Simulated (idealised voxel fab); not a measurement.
process module | voxel wiring stack
cross-section cut | 260 nm wide | cells 5 nm
A cross-section is a grid of square cells, given in bands from the top down. A band is one or more rows of cells.
Each band's line starts with the height of the band's top and of its bottom, in nm. Then come its materials from left to right, each with its width in nm. One material with "throughout" fills the band from edge to edge. "air" is empty space.
Height 0 is the level under which the wafer as received is all one material. The lowest band goes on downwards, as in "0 down".
A width such as "30 to 40" changes by the same amount from each row of cells to the next, from the band's top row to its bottom row.
"no change" after a step means that no cell of the cross-section changed.
closed voids: empty space of 8 cells or more with no open way to the top, each as width x height at its distance from the left edge, in nm
after a step's settings: what the simulator itself notes on the step
overlay nm, on a step with a mask: how far to the right of its planned place the mask lay; to the left if negative
plan
1 op RECEIVE | material Si
2 op CONFORMAL_DEP | material SiO2 | thk nm 10
3 op DIRECTIONAL_DEP | material TiN | thk nm 5
4 op DIRECTIONAL_DEP | material Ru | thk nm 20
5 op PATTERN | tone cover | mask id METAL_1 | material resist | width nm 30 | pitch nm 50 | thk nm 20 | overlay nm 0
6 op DIRECTIONAL_ETCH | etch materials Ru | depth nm 20
7 op DIRECTIONAL_ETCH | etch materials TiN | depth nm 5
8 op STRIP | etch materials resist
9 op FILL_DEP | material SiO2 | thk nm 5
10 op CMP | height nm 35
11 op CONFORMAL_DEP | material SiCN | thk nm 5
12 op DIRECTIONAL_DEP | material SiO2 | thk nm 10
13 op DIRECTIONAL_DEP | material aC | thk nm 10
14 op PATTERN | tone open | mask id PLUG_1 | material resist | width nm 15 | pitch nm 50 | thk nm 25 | overlay nm 0
15 op DIRECTIONAL_ETCH | etch materials aC | depth nm 10
16 op STRIP | etch materials resist
17 op DIRECTIONAL_ETCH | etch materials SiO2 | depth nm 10
18 op DIRECTIONAL_ETCH | etch materials SiCN | depth nm 5
19 op STRIP | etch materials aC
20 op EPI | material Ru | thk nm 10
21 op EPI | material Ru | thk nm 5
22 op DIRECTIONAL_DEP | material TiN | thk nm 5
23 op DIRECTIONAL_DEP | material Ru | thk nm 25
24 op DIRECTIONAL_DEP | material aC | thk nm 10
25 op PATTERN | tone cover | mask id METAL_2 | material resist | width nm 30 | pitch nm 50 | thk nm 30 | overlay nm 0
26 op DIRECTIONAL_ETCH | etch materials aC | depth nm 10
27 op STRIP | etch materials resist
28 op DIRECTIONAL_ETCH | etch materials Ru | depth nm 25
29 op DIRECTIONAL_ETCH | etch materials TiN | depth nm 5
30 op STRIP | etch materials aC
31 op FILL_DEP | material SiO2 | thk nm 10
32 op CMP | height nm 80
33 op CONFORMAL_DEP | material SiCN | thk nm 5
34 op DIRECTIONAL_DEP | material lowk | thk nm 25
35 op DIRECTIONAL_DEP | material aC | thk nm 15
36 op PATTERN | tone open | mask id METAL_3_HOLES | material resist | width nm 15 | pitch nm 50 | thk nm 35 | overlay nm 0
37 op DIRECTIONAL_ETCH | etch materials aC | depth nm 15
38 op STRIP | etch materials resist
39 op DIRECTIONAL_ETCH | etch materials lowk | depth nm 25
40 op STRIP | etch materials aC
41 op DIRECTIONAL_DEP | material aC | thk nm 10
42 op PATTERN | tone open | mask id METAL_3 | material resist | width nm 30 | pitch nm 50 | thk nm 25 | overlay nm 0
43 op DIRECTIONAL_ETCH | etch materials aC | depth nm 10
44 op STRIP | etch materials resist
45 op DIRECTIONAL_ETCH | etch materials lowk | depth nm 15
46 op DIRECTIONAL_ETCH | etch materials SiCN | depth nm 5
47 op STRIP | etch materials aC
48 op CONFORMAL_DEP | material TiN | thk nm 5
49 op FILL_DEP | material Cu | thk nm 5
50 op CMP | height nm 110
51 op CONFORMAL_DEP | material SiCN | thk nm 5
52 op DIRECTIONAL_DEP | material SiO2 | thk nm 15
53 op DIRECTIONAL_DEP | material aC | thk nm 10
54 op PATTERN | tone open | mask id PLUG_3 | material resist | width nm 15 | pitch nm 50 | thk nm 25 | overlay nm 0
55 op DIRECTIONAL_ETCH | etch materials aC | depth nm 10
56 op STRIP | etch materials resist
57 op DIRECTIONAL_ETCH | etch materials SiO2 | depth nm 15
58 op DIRECTIONAL_ETCH | etch materials SiCN | depth nm 5
59 op STRIP | etch materials aC
60 op EPI | material Ru | thk nm 10
61 op EPI | material Ru | thk nm 10
62 op DIRECTIONAL_DEP | material TiN | thk nm 5
63 op DIRECTIONAL_DEP | material Ru | thk nm 20
64 op MASKED_ETCH | tone cover | mask id METAL_4 | width nm 30 | pitch nm 50 | etch materials Ru | depth nm 20 | overlay nm 0
65 op MASKED_ETCH | tone cover | mask id METAL_4 | width nm 30 | pitch nm 50 | etch materials TiN | depth nm 5 | overlay nm 0
66 op FILL_DEP | material SiO2 | thk nm 5
67 op CMP | height nm 155
68 op CONFORMAL_DEP | material SiCN | thk nm 5
first wafer, as planned
as received, after step 1
  0 down: Si throughout
  closed voids: none
after step 2
  10 to 0: SiO2 throughout
  below 0: unchanged
after step 3
  15 to 10: TiN throughout
  below 10: unchanged
after step 4
  35 to 15: Ru throughout
  below 15: unchanged
after step 5
  55 to 35: air 40 | resist 30 | air 20 | resist 30 | air 20 | resist 30 | air 20 | resist 30 | air 40
  below 35: unchanged
after step 6
  55 to 35: air 40 | resist 30 | air 20 | resist 30 | air 20 | resist 30 | air 20 | resist 30 | air 40
  35 to 15: air 40 | Ru 30 | air 20 | Ru 30 | air 20 | Ru 30 | air 20 | Ru 30 | air 40
  below 15: unchanged
after step 7
  55 to 35: air 40 | resist 30 | air 20 | resist 30 | air 20 | resist 30 | air 20 | resist 30 | air 40
  35 to 15: air 40 | Ru 30 | air 20 | Ru 30 | air 20 | Ru 30 | air 20 | Ru 30 | air 40
  15 to 10: air 40 | TiN 30 | air 20 | TiN 30 | air 20 | TiN 30 | air 20 | TiN 30 | air 40
  below 10: unchanged
after step 8
  35 to 15: air 40 | Ru 30 | air 20 | Ru 30 | air 20 | Ru 30 | air 20 | Ru 30 | air 40
  below 15: unchanged
after step 9
  40 to 35: SiO2 throughout
  35 to 15: SiO2 40 | Ru 30 | SiO2 20 | Ru 30 | SiO2 20 | Ru 30 | SiO2 20 | Ru 30 | SiO2 40
  15 to 10: SiO2 40 | TiN 30 | SiO2 20 | TiN 30 | SiO2 20 | TiN 30 | SiO2 20 | TiN 30 | SiO2 40
  below 10: unchanged
after step 10
  35 to 15: SiO2 40 | Ru 30 | SiO2 20 | Ru 30 | SiO2 20 | Ru 30 | SiO2 20 | Ru 30 | SiO2 40
  below 15: unchanged
after step 11
  40 to 35: SiCN throughout
  below 35: unchanged
after step 12
  50 to 40: SiO2 throughout
  below 40: unchanged
after step 13
  60 to 50: aC throughout
  below 50: unchanged
after step 14
  85 to 60: resist 40 | air 15 | resist 35 | air 15 | resist 35 | air 15 | resist 35 | air 15 | resist 55
  below 60: unchanged
after step 15
  75 to 60: resist 40 | air 15 | resist 35 | air 15 | resist 35 | air 15 | resist 35 | air 15 | resist 55
  60 to 50: aC 40 | air 15 | aC 35 | air 15 | aC 35 | air 15 | aC 35 | air 15 | aC 55
  below 50: unchanged
after step 16
  60 to 50: aC 40 | air 15 | aC 35 | air 15 | aC 35 | air 15 | aC 35 | air 15 | aC 55
  below 50: unchanged
after step 17
  60 to 50: aC 40 | air 15 | aC 35 | air 15 | aC 35 | air 15 | aC 35 | air 15 | aC 55
  50 to 40: SiO2 40 | air 15 | SiO2 35 | air 15 | SiO2 35 | air 15 | SiO2 35 | air 15 | SiO2 55
  below 40: unchanged
after step 18
  60 to 50: aC 40 | air 15 | aC 35 | air 15 | aC 35 | air 15 | aC 35 | air 15 | aC 55
  50 to 40: SiO2 40 | air 15 | SiO2 35 | air 15 | SiO2 35 | air 15 | SiO2 35 | air 15 | SiO2 55
  40 to 35: SiCN 40 | air 15 | SiCN 35 | air 15 | SiCN 35 | air 15 | SiCN 35 | air 15 | SiCN 55
  below 35: unchanged
after step 19
  50 to 40: SiO2 40 | air 15 | SiO2 35 | air 15 | SiO2 35 | air 15 | SiO2 35 | air 15 | SiO2 55
  below 40: unchanged
after step 20
  50 to 45: SiO2 40 | air 15 | SiO2 35 | air 15 | SiO2 35 | air 15 | SiO2 35 | air 15 | SiO2 55
  45 to 40: SiO2 40 | Ru 15 | SiO2 35 | Ru 15 | SiO2 35 | Ru 15 | SiO2 35 | Ru 15 | SiO2 55
  40 to 35: SiCN 40 | Ru 15 | SiCN 35 | Ru 15 | SiCN 35 | Ru 15 | SiCN 35 | Ru 15 | SiCN 55
  below 35: unchanged
after step 21
  50 to 40: SiO2 40 | Ru 15 | SiO2 35 | Ru 15 | SiO2 35 | Ru 15 | SiO2 35 | Ru 15 | SiO2 55
  below 40: unchanged
after step 22
  55 to 50: TiN throughout
  below 50: unchanged
after step 23
  80 to 55: Ru throughout
  below 55: unchanged
after step 24
  90 to 80: aC throughout
  below 80: unchanged
after step 25
  120 to 90: air 40 | resist 30 | air 20 | resist 30 | air 20 | resist 30 | air 20 | resist 30 | air 40
  below 90: unchanged
after step 26
  110 to 90: air 40 | resist 30 | air 20 | resist 30 | air 20 | resist 30 | air 20 | resist 30 | air 40
  90 to 80: air 40 | aC 30 | air 20 | aC 30 | air 20 | aC 30 | air 20 | aC 30 | air 40
  below 80: unchanged
after step 27
  90 to 80: air 40 | aC 30 | air 20 | aC 30 | air 20 | aC 30 | air 20 | aC 30 | air 40
  below 80: unchanged
after step 28
  90 to 80: air 40 | aC 30 | air 20 | aC 30 | air 20 | aC 30 | air 20 | aC 30 | air 40
  80 to 55: air 40 | Ru 30 | air 20 | Ru 30 | air 20 | Ru 30 | air 20 | Ru 30 | air 40
  below 55: unchanged
after step 29
  90 to 80: air 40 | aC 30 | air 20 | aC 30 | air 20 | aC 30 | air 20 | aC 30 | air 40
  80 to 55: air 40 | Ru 30 | air 20 | Ru 30 | air 20 | Ru 30 | air 20 | Ru 30 | air 40
  55 to 50: air 40 | TiN 30 | air 20 | TiN 30 | air 20 | TiN 30 | air 20 | TiN 30 | air 40
  below 50: unchanged
after step 30
  80 to 55: air 40 | Ru 30 | air 20 | Ru 30 | air 20 | Ru 30 | air 20 | Ru 30 | air 40
  below 55: unchanged
after step 31
  90 to 80: SiO2 throughout
  80 to 55: SiO2 40 | Ru 30 | SiO2 20 | Ru 30 | SiO2 20 | Ru 30 | SiO2 20 | Ru 30 | SiO2 40
  55 to 50: SiO2 40 | TiN 30 | SiO2 20 | TiN 30 | SiO2 20 | TiN 30 | SiO2 20 | TiN 30 | SiO2 40
  below 50: unchanged
after step 32
  80 to 55: SiO2 40 | Ru 30 | SiO2 20 | Ru 30 | SiO2 20 | Ru 30 | SiO2 20 | Ru 30 | SiO2 40
  below 55: unchanged
after step 33
  85 to 80: SiCN throughout
  below 80: unchanged
after step 34
  110 to 85: lowk throughout
  below 85: unchanged
after step 35
  125 to 110: aC throughout
  below 110: unchanged
after step 36
  160 to 125: resist 40 | air 15 | resist 35 | air 15 | resist 35 | air 15 | resist 35 | air 15 | resist 55
  below 125: unchanged
after step 37
  145 to 125: resist 40 | air 15 | resist 35 | air 15 | resist 35 | air 15 | resist 35 | air 15 | resist 55
  125 to 110: aC 40 | air 15 | aC 35 | air 15 | aC 35 | air 15 | aC 35 | air 15 | aC 55
  below 110: unchanged
after step 38
  125 to 110: aC 40 | air 15 | aC 35 | air 15 | aC 35 | air 15 | aC 35 | air 15 | aC 55
  below 110: unchanged
after step 39
  125 to 110: aC 40 | air 15 | aC 35 | air 15 | aC 35 | air 15 | aC 35 | air 15 | aC 55
  110 to 85: lowk 40 | air 15 | lowk 35 | air 15 | lowk 35 | air 15 | lowk 35 | air 15 | lowk 55
  below 85: unchanged
after step 40
  110 to 85: lowk 40 | air 15 | lowk 35 | air 15 | lowk 35 | air 15 | lowk 35 | air 15 | lowk 55
  below 85: unchanged
after step 41
  120 to 110: aC 40 | air 15 | aC 35 | air 15 | aC 35 | air 15 | aC 35 | air 15 | aC 55
  110 to 95: lowk 40 | air 15 | lowk 35 | air 15 | lowk 35 | air 15 | lowk 35 | air 15 | lowk 55
  95 to 85: lowk 40 | aC 15 | lowk 35 | aC 15 | lowk 35 | aC 15 | lowk 35 | aC 15 | lowk 55
  below 85: unchanged
after step 42
  145 to 120: resist 40 | air 30 | resist 20 | air 30 | resist 20 | air 30 | resist 20 | air 30 | resist 40
  below 120: unchanged
after step 43
  135 to 120: resist 40 | air 30 | resist 20 | air 30 | resist 20 | air 30 | resist 20 | air 30 | resist 40
  120 to 110: aC 40 | air 30 | aC 20 | air 30 | aC 20 | air 30 | aC 20 | air 30 | aC 40
  110 to 85: lowk 40 | air 15 | lowk 35 | air 15 | lowk 35 | air 15 | lowk 35 | air 15 | lowk 55
  below 85: unchanged
after step 44
  120 to 110: aC 40 | air 30 | aC 20 | air 30 | aC 20 | air 30 | aC 20 | air 30 | aC 40
  below 110: unchanged
after step 45
  120 to 110: aC 40 | air 30 | aC 20 | air 30 | aC 20 | air 30 | aC 20 | air 30 | aC 40
  110 to 95: lowk 40 | air 30 | lowk 20 | air 30 | lowk 20 | air 30 | lowk 20 | air 30 | lowk 40
  below 95: unchanged
after step 46
  120 to 110: aC 40 | air 30 | aC 20 | air 30 | aC 20 | air 30 | aC 20 | air 30 | aC 40
  110 to 95: lowk 40 | air 30 | lowk 20 | air 30 | lowk 20 | air 30 | lowk 20 | air 30 | lowk 40
  95 to 85: lowk 40 | air 15 | lowk 35 | air 15 | lowk 35 | air 15 | lowk 35 | air 15 | lowk 55
  85 to 80: SiCN 40 | air 15 | SiCN 35 | air 15 | SiCN 35 | air 15 | SiCN 35 | air 15 | SiCN 55
  below 80: unchanged
after step 47
  110 to 95: lowk 40 | air 30 | lowk 20 | air 30 | lowk 20 | air 30 | lowk 20 | air 30 | lowk 40
  below 95: unchanged
after step 48
  115 to 110: TiN 45 | air 20 | TiN 30 | air 20 | TiN 30 | air 20 | TiN 30 | air 20 | TiN 45
  110 to 100: lowk 40 | TiN 5 | air 20 | TiN 5 | lowk 20 | TiN 5 | air 20 | TiN 5 | lowk 20 | TiN 5 | air 20 | TiN 5 | lowk 20 | TiN 5 | air 20 | TiN 5 | lowk 40
  100 to 95: lowk 40 | TiN 5 | air 5 | TiN 20 | lowk 20 | TiN 5 | air 5 | TiN 20 | lowk 20 | TiN 5 | air 5 | TiN 20 | lowk 20 | TiN 5 | air 5 | TiN 20 | lowk 40
  95 to 85: lowk 40 | TiN 5 | air 5 | TiN 5 | lowk 35 | TiN 5 | air 5 | TiN 5 | lowk 35 | TiN 5 | air 5 | TiN 5 | lowk 35 | TiN 5 | air 5 | TiN 5 | lowk 55
  85 to 80: SiCN 40 | TiN 15 | SiCN 35 | TiN 15 | SiCN 35 | TiN 15 | SiCN 35 | TiN 15 | SiCN 55
  below 80: unchanged
after step 49
  120 to 115: Cu throughout
  115 to 110: TiN 45 | Cu 20 | TiN 30 | Cu 20 | TiN 30 | Cu 20 | TiN 30 | Cu 20 | TiN 45
  110 to 100: lowk 40 | TiN 5 | Cu 20 | TiN 5 | lowk 20 | TiN 5 | Cu 20 | TiN 5 | lowk 20 | TiN 5 | Cu 20 | TiN 5 | lowk 20 | TiN 5 | Cu 20 | TiN 5 | lowk 40
  100 to 95: lowk 40 | TiN 5 | Cu 5 | TiN 20 | lowk 20 | TiN 5 | Cu 5 | TiN 20 | lowk 20 | TiN 5 | Cu 5 | TiN 20 | lowk 20 | TiN 5 | Cu 5 | TiN 20 | lowk 40
  95 to 85: lowk 40 | TiN 5 | Cu 5 | TiN 5 | lowk 35 | TiN 5 | Cu 5 | TiN 5 | lowk 35 | TiN 5 | Cu 5 | TiN 5 | lowk 35 | TiN 5 | Cu 5 | TiN 5 | lowk 55
  below 85: unchanged
after step 50
  110 to 100: lowk 40 | TiN 5 | Cu 20 | TiN 5 | lowk 20 | TiN 5 | Cu 20 | TiN 5 | lowk 20 | TiN 5 | Cu 20 | TiN 5 | lowk 20 | TiN 5 | Cu 20 | TiN 5 | lowk 40
  below 100: unchanged
after step 51
  115 to 110: SiCN throughout
  below 110: unchanged
after step 52
  130 to 115: SiO2 throughout
  below 115: unchanged
after step 53
  140 to 130: aC throughout
  below 130: unchanged
after step 54
  165 to 140: resist 40 | air 15 | resist 35 | air 15 | resist 35 | air 15 | resist 35 | air 15 | resist 55
  below 140: unchanged
after step 55
  155 to 140: resist 40 | air 15 | resist 35 | air 15 | resist 35 | air 15 | resist 35 | air 15 | resist 55
  140 to 130: aC 40 | air 15 | aC 35 | air 15 | aC 35 | air 15 | aC 35 | air 15 | aC 55
  below 130: unchanged
after step 56
  140 to 130: aC 40 | air 15 | aC 35 | air 15 | aC 35 | air 15 | aC 35 | air 15 | aC 55
  below 130: unchanged
after step 57
  140 to 130: aC 40 | air 15 | aC 35 | air 15 | aC 35 | air 15 | aC 35 | air 15 | aC 55
  130 to 115: SiO2 40 | air 15 | SiO2 35 | air 15 | SiO2 35 | air 15 | SiO2 35 | air 15 | SiO2 55
  below 115: unchanged
after step 58
  140 to 130: aC 40 | air 15 | aC 35 | air 15 | aC 35 | air 15 | aC 35 | air 15 | aC 55
  130 to 115: SiO2 40 | air 15 | SiO2 35 | air 15 | SiO2 35 | air 15 | SiO2 35 | air 15 | SiO2 55
  115 to 110: SiCN 40 | air 15 | SiCN 35 | air 15 | SiCN 35 | air 15 | SiCN 35 | air 15 | SiCN 55
  below 110: unchanged
after step 59
  130 to 115: SiO2 40 | air 15 | SiO2 35 | air 15 | SiO2 35 | air 15 | SiO2 35 | air 15 | SiO2 55
  below 115: unchanged
after step 60
  130 to 120: SiO2 40 | air 15 | SiO2 35 | air 15 | SiO2 35 | air 15 | SiO2 35 | air 15 | SiO2 55
  120 to 115: SiO2 40 | Ru 15 | SiO2 35 | Ru 15 | SiO2 35 | Ru 15 | SiO2 35 | Ru 15 | SiO2 55
  115 to 110: SiCN 40 | Ru 15 | SiCN 35 | Ru 15 | SiCN 35 | Ru 15 | SiCN 35 | Ru 15 | SiCN 55
  below 110: unchanged
after step 61
  130 to 115: SiO2 40 | Ru 15 | SiO2 35 | Ru 15 | SiO2 35 | Ru 15 | SiO2 35 | Ru 15 | SiO2 55
  below 115: unchanged
after step 62
  135 to 130: TiN throughout
  below 130: unchanged
after step 63
  155 to 135: Ru throughout
  below 135: unchanged
after step 64
  155 to 135: air 40 | Ru 30 | air 20 | Ru 30 | air 20 | Ru 30 | air 20 | Ru 30 | air 40
  below 135: unchanged
after step 65
  155 to 135: air 40 | Ru 30 | air 20 | Ru 30 | air 20 | Ru 30 | air 20 | Ru 30 | air 40
  135 to 130: air 40 | TiN 30 | air 20 | TiN 30 | air 20 | TiN 30 | air 20 | TiN 30 | air 40
  below 130: unchanged
after step 66
  160 to 155: SiO2 throughout
  155 to 135: SiO2 40 | Ru 30 | SiO2 20 | Ru 30 | SiO2 20 | Ru 30 | SiO2 20 | Ru 30 | SiO2 40
  135 to 130: SiO2 40 | TiN 30 | SiO2 20 | TiN 30 | SiO2 20 | TiN 30 | SiO2 20 | TiN 30 | SiO2 40
  below 130: unchanged
after step 67
  155 to 135: SiO2 40 | Ru 30 | SiO2 20 | Ru 30 | SiO2 20 | Ru 30 | SiO2 20 | Ru 30 | SiO2 40
  below 135: unchanged
after step 68
  160 to 155: SiCN throughout
  below 155: unchanged
second wafer: like start, like plan, one mistake. Through step 47 it matches the first wafer
when step 48 should have ended
  115 to 110: SiO2 45 | air 20 | SiO2 30 | air 20 | SiO2 30 | air 20 | SiO2 30 | air 20 | SiO2 45
  110 to 100: lowk 40 | SiO2 5 | air 20 | SiO2 5 | lowk 20 | SiO2 5 | air 20 | SiO2 5 | lowk 20 | SiO2 5 | air 20 | SiO2 5 | lowk 20 | SiO2 5 | air 20 | SiO2 5 | lowk 40
  100 to 95: lowk 40 | SiO2 5 | air 5 | SiO2 20 | lowk 20 | SiO2 5 | air 5 | SiO2 20 | lowk 20 | SiO2 5 | air 5 | SiO2 20 | lowk 20 | SiO2 5 | air 5 | SiO2 20 | lowk 40
  95 to 85: lowk 40 | SiO2 5 | air 5 | SiO2 5 | lowk 35 | SiO2 5 | air 5 | SiO2 5 | lowk 35 | SiO2 5 | air 5 | SiO2 5 | lowk 35 | SiO2 5 | air 5 | SiO2 5 | lowk 55
  85 to 80: SiCN 40 | SiO2 15 | SiCN 35 | SiO2 15 | SiCN 35 | SiO2 15 | SiCN 35 | SiO2 15 | SiCN 55
  below 80: unchanged
when step 49 should have ended
  120 to 115: Cu throughout
  115 to 110: SiO2 45 | Cu 20 | SiO2 30 | Cu 20 | SiO2 30 | Cu 20 | SiO2 30 | Cu 20 | SiO2 45
  110 to 100: lowk 40 | SiO2 5 | Cu 20 | SiO2 5 | lowk 20 | SiO2 5 | Cu 20 | SiO2 5 | lowk 20 | SiO2 5 | Cu 20 | SiO2 5 | lowk 20 | SiO2 5 | Cu 20 | SiO2 5 | lowk 40
  100 to 95: lowk 40 | SiO2 5 | Cu 5 | SiO2 20 | lowk 20 | SiO2 5 | Cu 5 | SiO2 20 | lowk 20 | SiO2 5 | Cu 5 | SiO2 20 | lowk 20 | SiO2 5 | Cu 5 | SiO2 20 | lowk 40
  95 to 85: lowk 40 | SiO2 5 | Cu 5 | SiO2 5 | lowk 35 | SiO2 5 | Cu 5 | SiO2 5 | lowk 35 | SiO2 5 | Cu 5 | SiO2 5 | lowk 35 | SiO2 5 | Cu 5 | SiO2 5 | lowk 55
  below 85: unchanged
when step 50 should have ended
  110 to 100: lowk 40 | SiO2 5 | Cu 20 | SiO2 5 | lowk 20 | SiO2 5 | Cu 20 | SiO2 5 | lowk 20 | SiO2 5 | Cu 20 | SiO2 5 | lowk 20 | SiO2 5 | Cu 20 | SiO2 5 | lowk 40
  below 100: unchanged
when step 51 should have ended
  115 to 110: SiCN throughout
  below 110: unchanged
when step 52 should have ended
  130 to 115: SiO2 throughout
  below 115: unchanged
when step 53 should have ended
  140 to 130: aC throughout
  below 130: unchanged
when step 54 should have ended
  165 to 140: resist 40 | air 15 | resist 35 | air 15 | resist 35 | air 15 | resist 35 | air 15 | resist 55
  below 140: unchanged
when step 55 should have ended
  155 to 140: resist 40 | air 15 | resist 35 | air 15 | resist 35 | air 15 | resist 35 | air 15 | resist 55
  140 to 130: aC 40 | air 15 | aC 35 | air 15 | aC 35 | air 15 | aC 35 | air 15 | aC 55
  below 130: unchanged
when step 56 should have ended
  140 to 130: aC 40 | air 15 | aC 35 | air 15 | aC 35 | air 15 | aC 35 | air 15 | aC 55
  below 130: unchanged
when step 57 should have ended
  140 to 130: aC 40 | air 15 | aC 35 | air 15 | aC 35 | air 15 | aC 35 | air 15 | aC 55
  130 to 115: SiO2 40 | air 15 | SiO2 35 | air 15 | SiO2 35 | air 15 | SiO2 35 | air 15 | SiO2 55
  below 115: unchanged
when step 58 should have ended
  140 to 130: aC 40 | air 15 | aC 35 | air 15 | aC 35 | air 15 | aC 35 | air 15 | aC 55
  130 to 115: SiO2 40 | air 15 | SiO2 35 | air 15 | SiO2 35 | air 15 | SiO2 35 | air 15 | SiO2 55
  115 to 110: SiCN 40 | air 15 | SiCN 35 | air 15 | SiCN 35 | air 15 | SiCN 35 | air 15 | SiCN 55
  below 110: unchanged
when step 59 should have ended
  130 to 115: SiO2 40 | air 15 | SiO2 35 | air 15 | SiO2 35 | air 15 | SiO2 35 | air 15 | SiO2 55
  below 115: unchanged
when step 60 should have ended
  130 to 120: SiO2 40 | air 15 | SiO2 35 | air 15 | SiO2 35 | air 15 | SiO2 35 | air 15 | SiO2 55
  120 to 115: SiO2 40 | Ru 15 | SiO2 35 | Ru 15 | SiO2 35 | Ru 15 | SiO2 35 | Ru 15 | SiO2 55
  115 to 110: SiCN 40 | Ru 15 | SiCN 35 | Ru 15 | SiCN 35 | Ru 15 | SiCN 35 | Ru 15 | SiCN 55
  below 110: unchanged
when step 61 should have ended
  130 to 115: SiO2 40 | Ru 15 | SiO2 35 | Ru 15 | SiO2 35 | Ru 15 | SiO2 35 | Ru 15 | SiO2 55
  below 115: unchanged
when step 62 should have ended
  135 to 130: TiN throughout
  below 130: unchanged
when step 63 should have ended
  155 to 135: Ru throughout
  below 135: unchanged
when step 64 should have ended
  155 to 135: air 40 | Ru 30 | air 20 | Ru 30 | air 20 | Ru 30 | air 20 | Ru 30 | air 40
  below 135: unchanged
when step 65 should have ended
  155 to 135: air 40 | Ru 30 | air 20 | Ru 30 | air 20 | Ru 30 | air 20 | Ru 30 | air 40
  135 to 130: air 40 | TiN 30 | air 20 | TiN 30 | air 20 | TiN 30 | air 20 | TiN 30 | air 40
  below 130: unchanged
when step 66 should have ended
  160 to 155: SiO2 throughout
  155 to 135: SiO2 40 | Ru 30 | SiO2 20 | Ru 30 | SiO2 20 | Ru 30 | SiO2 20 | Ru 30 | SiO2 40
  135 to 130: SiO2 40 | TiN 30 | SiO2 20 | TiN 30 | SiO2 20 | TiN 30 | SiO2 20 | TiN 30 | SiO2 40
  below 130: unchanged
when step 67 should have ended
  155 to 135: SiO2 40 | Ru 30 | SiO2 20 | Ru 30 | SiO2 20 | Ru 30 | SiO2 20 | Ru 30 | SiO2 40
  below 135: unchanged
when step 68 should have ended
  160 to 155: SiCN throughout
  below 155: unchanged
what went wrong: step 48 ran as: op CONFORMAL_DEP | material SiO2 | thk nm 5
at the end the second wafer has, in cells: 64 more of SiO2 | 64 fewer of TiN
